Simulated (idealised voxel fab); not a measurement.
process module | voxel air gaps
cross-section cut | 260 nm wide | cells 5 nm
A cross-section is a grid of square cells, given in bands from the top down. A band is one or more rows of cells.
Each band's line starts with the height of the band's top and of its bottom, in nm. Then come its materials from left to right, each with its width in nm. One material with "throughout" fills the band from edge to edge. "air" is empty space.
Height 0 is the level under which the wafer as received is all one material. The lowest band goes on downwards, as in "0 down".
A width such as "30 to 40" changes by the same amount from each row of cells to the next, from the band's top row to its bottom row.
"no change" after a step means that no cell of the cross-section changed.
closed voids: empty space of 8 cells or more with no open way to the top, each as width x height at its distance from the left edge, in nm
after a step's settings: what the simulator itself notes on the step
overlay nm, on a step with a mask: how far to the right of its planned place the mask lay; to the left if negative
plan
1 op RECEIVE | material Si
2 op CONFORMAL_DEP | material SiO2 | thk nm 10
3 op CONFORMAL_DEP | material SiCN | thk nm 5
4 op DIRECTIONAL_DEP | material SiO2 | thk nm 35
5 op DIRECTIONAL_DEP | material aC | thk nm 15
6 op PATTERN | tone open | mask id LINES | material resist | width nm 25 | pitch nm 50 | thk nm 35 | overlay nm 0
7 op DIRECTIONAL_ETCH | etch materials aC | depth nm 15
8 op STRIP | etch materials resist
9 op DIRECTIONAL_ETCH | etch materials SiO2 | depth nm 35
10 op STRIP | etch materials aC
11 op CONFORMAL_DEP | material TiN | thk nm 5
12 op FILL_DEP | material W | thk nm 10
13 op CMP | height nm 50
14 op EPI | material Ru | thk nm 10
15 op SELECTIVE_ETCH | etch materials SiO2 | depth nm 45
16 op CONFORMAL_DEP | material SiCN | thk nm 5
first wafer, as planned
as received, after step 1
  0 down: Si throughout
  closed voids: none
after step 2
  10 to 0: SiO2 throughout
  below 0: unchanged
after step 3
  15 to 10: SiCN throughout
  below 10: unchanged
after step 4
  50 to 15: SiO2 throughout
  below 15: unchanged
after step 5
  65 to 50: aC throughout
  below 50: unchanged
after step 6
  100 to 65: resist 40 | air 25 | resist 25 | air 25 | resist 25 | air 25 | resist 25 | air 25 | resist 45
  below 65: unchanged
after step 7
  85 to 65: resist 40 | air 25 | resist 25 | air 25 | resist 25 | air 25 | resist 25 | air 25 | resist 45
  65 to 50: aC 40 | air 25 | aC 25 | air 25 | aC 25 | air 25 | aC 25 | air 25 | aC 45
  below 50: unchanged
after step 8
  65 to 50: aC 40 | air 25 | aC 25 | air 25 | aC 25 | air 25 | aC 25 | air 25 | aC 45
  below 50: unchanged
after step 9
  65 to 50: aC 40 | air 25 | aC 25 | air 25 | aC 25 | air 25 | aC 25 | air 25 | aC 45
  50 to 15: SiO2 40 | air 25 | SiO2 25 | air 25 | SiO2 25 | air 25 | SiO2 25 | air 25 | SiO2 45
  below 15: unchanged
after step 10
  50 to 15: SiO2 40 | air 25 | SiO2 25 | air 25 | SiO2 25 | air 25 | SiO2 25 | air 25 | SiO2 45
  below 15: unchanged
after step 11
  55 to 50: TiN 45 | air 15 | TiN 35 | air 15 | TiN 35 | air 15 | TiN 35 | air 15 | TiN 50
  50 to 20: SiO2 40 | TiN 5 | air 15 | TiN 5 | SiO2 25 | TiN 5 | air 15 | TiN 5 | SiO2 25 | TiN 5 | air 15 | TiN 5 | SiO2 25 | TiN 5 | air 15 | TiN 5 | SiO2 45
  20 to 15: SiO2 40 | TiN 25 | SiO2 25 | TiN 25 | SiO2 25 | TiN 25 | SiO2 25 | TiN 25 | SiO2 45
  below 15: unchanged
after step 12
  65 to 55: W throughout
  55 to 50: TiN 45 | W 15 | TiN 35 | W 15 | TiN 35 | W 15 | TiN 35 | W 15 | TiN 50
  50 to 20: SiO2 40 | TiN 5 | W 15 | TiN 5 | SiO2 25 | TiN 5 | W 15 | TiN 5 | SiO2 25 | TiN 5 | W 15 | TiN 5 | SiO2 25 | TiN 5 | W 15 | TiN 5 | SiO2 45
  below 20: unchanged
after step 13
  50 to 20: SiO2 40 | TiN 5 | W 15 | TiN 5 | SiO2 25 | TiN 5 | W 15 | TiN 5 | SiO2 25 | TiN 5 | W 15 | TiN 5 | SiO2 25 | TiN 5 | W 15 | TiN 5 | SiO2 45
  below 20: unchanged
after step 14
  60 to 50: air 30 | Ru 45 | air 5 | Ru 45 | air 5 | Ru 45 | air 5 | Ru 45 | air 35
  below 50: unchanged
after step 15
  60 to 50: air 30 | Ru 45 | air 5 | Ru 45 | air 5 | Ru 45 | air 5 | Ru 45 | air 35
  50 to 20: air 40 | TiN 5 | W 15 | TiN 5 | air 25 | TiN 5 | W 15 | TiN 5 | air 25 | TiN 5 | W 15 | TiN 5 | air 25 | TiN 5 | W 15 | TiN 5 | air 45
  20 to 15: air 40 | TiN 25 | air 25 | TiN 25 | air 25 | TiN 25 | air 25 | TiN 25 | air 45
  below 15: unchanged
after step 16
  65 to 60: air 25 | SiCN 205 | air 30
  60 to 50: air 25 | SiCN 5 | Ru 45 | SiCN 5 | Ru 45 | SiCN 5 | Ru 45 | SiCN 5 | Ru 45 | SiCN 5 | air 30
  50 to 45: air 25 | SiCN 15 | TiN 5 | W 15 | TiN 5 | SiCN 25 | TiN 5 | W 15 | TiN 5 | SiCN 25 | TiN 5 | W 15 | TiN 5 | SiCN 25 | TiN 5 | W 15 | TiN 5 | SiCN 15 | air 30
  45 to 20: air 35 | SiCN 5 | TiN 5 | W 15 | TiN 5 | SiCN 5 | air 15 | SiCN 5 | TiN 5 | W 15 | TiN 5 | SiCN 5 | air 15 | SiCN 5 | TiN 5 | W 15 | TiN 5 | SiCN 5 | air 15 | SiCN 5 | TiN 5 | W 15 | TiN 5 | SiCN 5 | air 40
  20 to 15: SiCN 40 | TiN 25 | SiCN 25 | TiN 25 | SiCN 25 | TiN 25 | SiCN 25 | TiN 25 | SiCN 45
  below 15: unchanged
  closed voids: 15 x 25 at 70; 15 x 25 at 120; 15 x 25 at 170
second wafer: like start, like plan, one mistake. Through step 13 it matches the first wafer
when step 14 should have ended
  50 to 20: air 40 | TiN 5 | W 15 | TiN 5 | air 25 | TiN 5 | W 15 | TiN 5 | air 25 | TiN 5 | W 15 | TiN 5 | air 25 | TiN 5 | W 15 | TiN 5 | air 45
  20 to 15: air 40 | TiN 25 | air 25 | TiN 25 | air 25 | TiN 25 | air 25 | TiN 25 | air 45
  below 15: unchanged
when step 15 should have ended
  60 to 50: air 30 | Ru 45 | air 5 | Ru 45 | air 5 | Ru 45 | air 5 | Ru 45 | air 35
  50 to 20: air 30 | Ru 10 | TiN 5 | W 15 | TiN 5 | Ru 10 | air 5 | Ru 10 | TiN 5 | W 15 | TiN 5 | Ru 10 | air 5 | Ru 10 | TiN 5 | W 15 | TiN 5 | Ru 10 | air 5 | Ru 10 | TiN 5 | W 15 | TiN 5 | Ru 10 | air 35
  20 to 15: air 30 | Ru 10 | TiN 25 | Ru 10 | air 5 | Ru 10 | TiN 25 | Ru 10 | air 5 | Ru 10 | TiN 25 | Ru 10 | air 5 | Ru 10 | TiN 25 | Ru 10 | air 35
  below 15: unchanged
when step 16 should have ended
  65 to 60: air 25 | SiCN 205 | air 30
  60 to 50: air 25 | SiCN 5 | Ru 45 | SiCN 5 | Ru 45 | SiCN 5 | Ru 45 | SiCN 5 | Ru 45 | SiCN 5 | air 30
  50 to 20: air 25 | SiCN 5 | Ru 10 | TiN 5 | W 15 | TiN 5 | Ru 10 | SiCN 5 | Ru 10 | TiN 5 | W 15 | TiN 5 | Ru 10 | SiCN 5 | Ru 10 | TiN 5 | W 15 | TiN 5 | Ru 10 | SiCN 5 | Ru 10 | TiN 5 | W 15 | TiN 5 | Ru 10 | SiCN 5 | air 30
  20 to 15: SiCN 30 | Ru 10 | TiN 25 | Ru 10 | SiCN 5 | Ru 10 | TiN 25 | Ru 10 | SiCN 5 | Ru 10 | TiN 25 | Ru 10 | SiCN 5 | Ru 10 | TiN 25 | Ru 10 | SiCN 35
  below 15: unchanged
what went wrong: steps 14 and 15 were swapped
at the end the second wafer has, in cells: 112 more of Ru | 47 fewer of SiCN
closed voids at the end (first wafer, second wafer): 3, 0
